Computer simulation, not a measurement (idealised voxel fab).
The document below concerns the process module designated voxel self aligned contacts.
Section cut is 245 nm wide and gridded with 5 nm square cells.
Think of the cross-section as a grid of square cells. We describe it in bands, top to bottom, and each band covers one or more rows of those cells. Within each band entry, the heights of the top and of the bottom of the band appear first, in that order and in nm; the materials of the band then follow from left to right, each with its corresponding width in nm. The designation "edge to edge" on a single material indicates that it fills the band from edge to edge; the designation "air" indicates empty space. For the purposes of this specification, 0 denotes the height below which the wafer in its as-received condition is composed wholly of one material, and the lowermost band, lacking a lower limit, extends downward without end, as expressed in "top 0, no bottom". Quick explanation for "30..40": the width changes in equal steps down the rows of cells, from the first number in the band's top row to the second number in its bottom row. It should be understood that the words "nothing altered", when stated for a given step, signify that the cross-section underwent no change in any of its cells during that step. Under "Closed void register" you'll find the enclosed gaps, the ones with no way out to the top, that are 8 cells or bigger; each reads width x height at distance, with distance counted from the left edge, everything in nm. Heads up: the bit after the settings on a step's line is the simulator's remark on that step. overlay nm: mask offset rightward from planned place, masked step; negative means leftward offset.
INTENDED PROCESS STEPS
| 1 | RECEIVE: material Si |
| 2 | CONFORMAL_DEP: material SiO2, thk nm 5 |
| 3 | DIRECTIONAL_DEP: material polySi, thk nm 20 |
| 4 | DIRECTIONAL_DEP: material SiN, thk nm 20 |
| 5 | DIRECTIONAL_DEP: material aC, thk nm 10 |
| 6 | PATTERN: tone cover, mask id GATE, material resist, width nm 25, pitch nm 55, thk nm 25, overlay nm 0 |
| 7 | DIRECTIONAL_ETCH: etch materials aC, depth nm 10 |
| 8 | STRIP: etch materials resist |
| 9 | DIRECTIONAL_ETCH: etch materials SiN, depth nm 20 |
| 10 | DIRECTIONAL_ETCH: etch materials polySi, depth nm 20 |
| 11 | STRIP: etch materials aC |
| 12 | CONFORMAL_DEP: material SiN, thk nm 5 |
| 13 | DIRECTIONAL_ETCH: etch materials SiN, depth nm 5 |
| 14 | FILL_DEP: material SiO2, thk nm 15 |
| 15 | CMP: height nm 55 |
| 16 | MASKED_ETCH: tone open, mask id CONTACT, width nm 40, pitch nm 55, etch materials SiO2, depth nm 55, overlay nm 0 |
| 17 | CONFORMAL_DEP: material TiN, thk nm 5 |
| 18 | FILL_DEP: material Ru, thk nm 5 |
| 19 | CMP: height nm 55 |
| 20 | CONFORMAL_DEP: material SiCN, thk nm 5 |
RUN AS PLANNED: FIRST OF TWO WAFERS
STEP 1 COMPLETE: CROSS-SECTION OF THE WAFER AS RECEIVED
* top 0, no bottom | Si edge to edge
* Closed void register: none
THE WAFER, SEEN IN CROSS-SECTION, AFTER STEP 2
* top 5, bottom 0 | SiO2 edge to edge
* Below 0 it's all the same as before, nothing changed down there.
THE WAFER, SEEN IN CROSS-SECTION, AFTER STEP 3
* top 25, bottom 5 | polySi edge to edge
* Below 5 it's all the same as before, nothing changed down there.
THE WAFER, SEEN IN CROSS-SECTION, AFTER STEP 4
* top 45, bottom 25 | SiN edge to edge
* Below 25 it's all the same as before, nothing changed down there.
THE WAFER, SEEN IN CROSS-SECTION, AFTER STEP 5
* top 55, bottom 45 | aC edge to edge
* Below 45 it's all the same as before, nothing changed down there.
THE WAFER, SEEN IN CROSS-SECTION, AFTER STEP 6
* top 80, bottom 55 | 55 air  25 resist  30 air  25 resist  30 air  25 resist  55 air
* Below 55 it's all the same as before, nothing changed down there.
THE WAFER, SEEN IN CROSS-SECTION, AFTER STEP 7
* top 70, bottom 55 | 55 air  25 resist  30 air  25 resist  30 air  25 resist  55 air
* top 55, bottom 45 | 55 air  25 aC  30 air  25 aC  30 air  25 aC  55 air
* Below 45 it's all the same as before, nothing changed down there.
THE WAFER, SEEN IN CROSS-SECTION, AFTER STEP 8
* top 55, bottom 45 | 55 air  25 aC  30 air  25 aC  30 air  25 aC  55 air
* Below 45 it's all the same as before, nothing changed down there.
THE WAFER, SEEN IN CROSS-SECTION, AFTER STEP 9
* top 55, bottom 45 | 55 air  25 aC  30 air  25 aC  30 air  25 aC  55 air
* top 45, bottom 25 | 55 air  25 SiN  30 air  25 SiN  30 air  25 SiN  55 air
* Below 25 it's all the same as before, nothing changed down there.
THE WAFER, SEEN IN CROSS-SECTION, AFTER STEP 10
* top 55, bottom 45 | 55 air  25 aC  30 air  25 aC  30 air  25 aC  55 air
* top 45, bottom 25 | 55 air  25 SiN  30 air  25 SiN  30 air  25 SiN  55 air
* top 25, bottom 5 | 55 air  25 polySi  30 air  25 polySi  30 air  25 polySi  55 air
* Below 5 it's all the same as before, nothing changed down there.
THE WAFER, SEEN IN CROSS-SECTION, AFTER STEP 11
* top 45, bottom 25 | 55 air  25 SiN  30 air  25 SiN  30 air  25 SiN  55 air
* Below 25 it's all the same as before, nothing changed down there.
THE WAFER, SEEN IN CROSS-SECTION, AFTER STEP 12
* top 50, bottom 25 | 50 air  35 SiN  20 air  35 SiN  20 air  35 SiN  50 air
* top 25, bottom 10 | 50 air  5 SiN  25 polySi  5 SiN  20 air  5 SiN  25 polySi  5 SiN  20 air  5 SiN  25 polySi  5 SiN  50 air
* top 10, bottom 5 | 55 SiN  25 polySi  30 SiN  25 polySi  30 SiN  25 polySi  55 SiN
* Below 5 it's all the same as before, nothing changed down there.
THE WAFER, SEEN IN CROSS-SECTION, AFTER STEP 13
* top 45, bottom 25 | 50 air  35 SiN  20 air  35 SiN  20 air  35 SiN  50 air
* top 25, bottom 5 | 50 air  5 SiN  25 polySi  5 SiN  20 air  5 SiN  25 polySi  5 SiN  20 air  5 SiN  25 polySi  5 SiN  50 air
* Below 5 it's all the same as before, nothing changed down there.
THE WAFER, SEEN IN CROSS-SECTION, AFTER STEP 14
* top 60, bottom 45 | SiO2 edge to edge
* top 45, bottom 25 | 50 SiO2  35 SiN  20 SiO2  35 SiN  20 SiO2  35 SiN  50 SiO2
* top 25, bottom 5 | 50 SiO2  5 SiN  25 polySi  5 SiN  20 SiO2  5 SiN  25 polySi  5 SiN  20 SiO2  5 SiN  25 polySi  5 SiN  50 SiO2
* Below 5 it's all the same as before, nothing changed down there.
THE WAFER, SEEN IN CROSS-SECTION, AFTER STEP 15
* top 55, bottom 45 | SiO2 edge to edge
* Below 45 it's all the same as before, nothing changed down there.
THE WAFER, SEEN IN CROSS-SECTION, AFTER STEP 16
* top 55, bottom 45 | 75 SiO2  40 air  15 SiO2  40 air  75 SiO2
* top 45, bottom 25 | 50 SiO2  35 SiN  20 air  35 SiN  20 air  35 SiN  50 SiO2
* top 25, bottom 5 | 50 SiO2  5 SiN  25 polySi  5 SiN  20 air  5 SiN  25 polySi  5 SiN  20 air  5 SiN  25 polySi  5 SiN  50 SiO2
* top 5, bottom 0 | 85 SiO2  20 air  35 SiO2  20 air  85 SiO2
* Below 0 it's all the same as before, nothing changed down there.
THE WAFER, SEEN IN CROSS-SECTION, AFTER STEP 17
* top 60, bottom 55 | 80 TiN  30 air  25 TiN  30 air  80 TiN
* top 55, bottom 45 | 75 SiO2  5..15 TiN  30..10 air  5..15 TiN  15 SiO2  5..15 TiN  30..10 air  5..15 TiN  75 SiO2
* top 45, bottom 25 | 50 SiO2  35 SiN  5 TiN  10 air  5 TiN  35 SiN  5 TiN  10 air  5 TiN  35 SiN  50 SiO2
* top 25, bottom 5 | 50 SiO2  5 SiN  25 polySi  5 SiN  5 TiN  10 air  5 TiN  5 SiN  25 polySi  5 SiN  5 TiN  10 air  5 TiN  5 SiN  25 polySi  5 SiN  50 SiO2
* top 5, bottom 0 | 85 SiO2  20 TiN  35 SiO2  20 TiN  85 SiO2
* Below 0 it's all the same as before, nothing changed down there.
THE WAFER, SEEN IN CROSS-SECTION, AFTER STEP 18
* top 65, bottom 60 | Ru edge to edge
* top 60, bottom 55 | 80 TiN  30 Ru  25 TiN  30 Ru  80 TiN
* top 55, bottom 45 | 75 SiO2  5..15 TiN  30..10 Ru  5..15 TiN  15 SiO2  5..15 TiN  30..10 Ru  5..15 TiN  75 SiO2
* top 45, bottom 25 | 50 SiO2  35 SiN  5 TiN  10 Ru  5 TiN  35 SiN  5 TiN  10 Ru  5 TiN  35 SiN  50 SiO2
* top 25, bottom 5 | 50 SiO2  5 SiN  25 polySi  5 SiN  5 TiN  10 Ru  5 TiN  5 SiN  25 polySi  5 SiN  5 TiN  10 Ru  5 TiN  5 SiN  25 polySi  5 SiN  50 SiO2
* Below 5 it's all the same as before, nothing changed down there.
THE WAFER, SEEN IN CROSS-SECTION, AFTER STEP 19
* top 55, bottom 45 | 75 SiO2  5..15 TiN  30..10 Ru  5..15 TiN  15 SiO2  5..15 TiN  30..10 Ru  5..15 TiN  75 SiO2
* Below 45 it's all the same as before, nothing changed down there.
THE WAFER, SEEN IN CROSS-SECTION, AFTER STEP 20
* top 60, bottom 55 | SiCN edge to edge
* Below 55 it's all the same as before, nothing changed down there.
FOR THE SECOND WAFER, TAKE THE FIRST WAFER'S START AND PLAN, THEN ADD ONE MISTAKE MADE IN RUNNING IT; EVERYTHING THROUGH STEP 15, THAT STEP INCLUDED, IS SHARED WITH THE FIRST
SECOND WAFER SHOWN IN CROSS-SECTION AT THE TIME STEP 16 WAS SLATED TO END
* top 55, bottom 45 | 75 air  40 SiO2  15 air  40 SiO2  75 air
* top 45, bottom 25 | 50 air  35 SiN  20 SiO2  35 SiN  20 SiO2  35 SiN  50 air
* top 25, bottom 5 | 50 air  5 SiN  25 polySi  5 SiN  20 SiO2  5 SiN  25 polySi  5 SiN  20 SiO2  5 SiN  25 polySi  5 SiN  50 air
* top 5, bottom 0 | 50 air  145 SiO2  50 air
* Below 0 it's all the same as before, nothing changed down there.
SECOND WAFER SHOWN IN CROSS-SECTION AT THE TIME STEP 17 WAS SLATED TO END
* top 60, bottom 55 | 70 air  50 TiN  5 air  50 TiN  70 air
* top 55, bottom 50 | 70 air  5 TiN  40 SiO2  5 TiN  5 air  5 TiN  40 SiO2  5 TiN  70 air
* top 50, bottom 45 | 45 air  30 TiN  40 SiO2  15 TiN  40 SiO2  30 TiN  45 air
* top 45, bottom 25 | 45 air  5 TiN  35 SiN  20 SiO2  35 SiN  20 SiO2  35 SiN  5 TiN  45 air
* top 25, bottom 5 | 45 air  5 TiN  5 SiN  25 polySi  5 SiN  20 SiO2  5 SiN  25 polySi  5 SiN  20 SiO2  5 SiN  25 polySi  5 SiN  5 TiN  45 air
* top 5, bottom 0 | 50 TiN  145 SiO2  50 TiN
* Below 0 it's all the same as before, nothing changed down there.
SECOND WAFER SHOWN IN CROSS-SECTION AT THE TIME STEP 18 WAS SLATED TO END
* top 65, bottom 60 | Ru edge to edge
* top 60, bottom 55 | 70 Ru  50 TiN  5 Ru  50 TiN  70 Ru
* top 55, bottom 50 | 70 Ru  5 TiN  40 SiO2  5 TiN  5 Ru  5 TiN  40 SiO2  5 TiN  70 Ru
* top 50, bottom 45 | 45 Ru  30 TiN  40 SiO2  15 TiN  40 SiO2  30 TiN  45 Ru
* top 45, bottom 25 | 45 Ru  5 TiN  35 SiN  20 SiO2  35 SiN  20 SiO2  35 SiN  5 TiN  45 Ru
* top 25, bottom 5 | 45 Ru  5 TiN  5 SiN  25 polySi  5 SiN  20 SiO2  5 SiN  25 polySi  5 SiN  20 SiO2  5 SiN  25 polySi  5 SiN  5 TiN  45 Ru
* Below 5 it's all the same as before, nothing changed down there.
SECOND WAFER SHOWN IN CROSS-SECTION AT THE TIME STEP 19 WAS SLATED TO END
* top 55, bottom 50 | 70 Ru  5 TiN  40 SiO2  5 TiN  5 Ru  5 TiN  40 SiO2  5 TiN  70 Ru
* Below 50 it's all the same as before, nothing changed down there.
SECOND WAFER SHOWN IN CROSS-SECTION AT THE TIME STEP 20 WAS SLATED TO END
* top 60, bottom 55 | SiCN edge to edge
* Below 55 it's all the same as before, nothing changed down there.
Diagnosis: so step 16 ended up running with a different setting than we planned, it ran as MASKED_ETCH: tone cover, mask id CONTACT, width nm 40, pitch nm 55, etch materials SiO2, depth nm 55, overlay nm 0
The final cell counts differ between the wafers, with the second having more or fewer of some materials than the first: Ru +143, SiO2 -142, TiN -1
